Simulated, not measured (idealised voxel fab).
Process module heading - voxel released beams
The width of the displayed cross-section, cut, is 290 nm; its cells are square, with a size of 5 nm.
Cross-section layout: square cells on a grid; listed as bands, top to bottom; a band spans one or more cell rows.
The band entry comprises the height of the band's top followed by the height of its bottom, expressed in nm, and subsequently the band's materials from left to right, each stated together with its width in nm. Where a single material is marked with the word "everywhere", that material fills the band from edge to edge. The word "blank" represents empty space.
Zero point of the height axis is 0; under it, received wafer = one material. Lowest band: continues down indefinitely, "0 nm and below".
It should be noted that a width expressed as "30..40" varies in equal increments from row to row of cells within the band, taking the value of the first number at the top row and that of the second number at the bottom row.
Any step labelled "nothing altered" changed none of the cells in the cross-section.
Under "Sealed void listing" you'll find the enclosed gaps, the ones with no way out to the top, that are 8 cells or bigger; each reads width x height at distance, with distance counted from the left edge, everything in nm.
If you see something after the settings on a step's line, that's the simulator's own remark about that step.
For masked steps, "overlay nm" on the step line gives how far right of plan the mask actually lay; a minus sign means it lay to the left.
### These are the steps we planned for the process
1) RECEIVE, material Si
2) CONFORMAL_DEP, material SiN, thk nm 5
3) DIRECTIONAL_DEP, material SiO2, thk nm 10
4) DIRECTIONAL_DEP, material aC, thk nm 10
5) PATTERN, tone open, mask id ANCHOR, material resist, width nm 40, thk nm 25, overlay nm 0
6) DIRECTIONAL_ETCH, etch materials aC, depth nm 10
7) STRIP, etch materials resist
8) DIRECTIONAL_ETCH, etch materials SiO2, depth nm 10
9) STRIP, etch materials aC
10) CONFORMAL_DEP, material W, thk nm 15
11) MASKED_ETCH, tone cover, mask id BEAM, width nm 120, etch materials W, depth nm 15, overlay nm 0
12) STRIP, etch materials SiO2
### Wafer at receipt (post step 1), cross-section
- 0 nm and below: Si everywhere
- Sealed void listing: none
### This is how the wafer looks in cross-section once the module is done, given the starting state and plan above and one mistake in carrying the plan out
- 40 nm to 25 nm: blank 80 nm | W 120 nm | blank 90 nm
- 25 nm to 15 nm: W everywhere
- 15 nm to 5 nm: SiO2 everywhere
- 5 nm to 0 nm: SiN everywhere
- 0 nm and below: Si everywhere
- Sealed void listing: none
Short version of what went wrong: planned and actual differ for step 4; actual: DIRECTIONAL_DEP, material W, thk nm 10
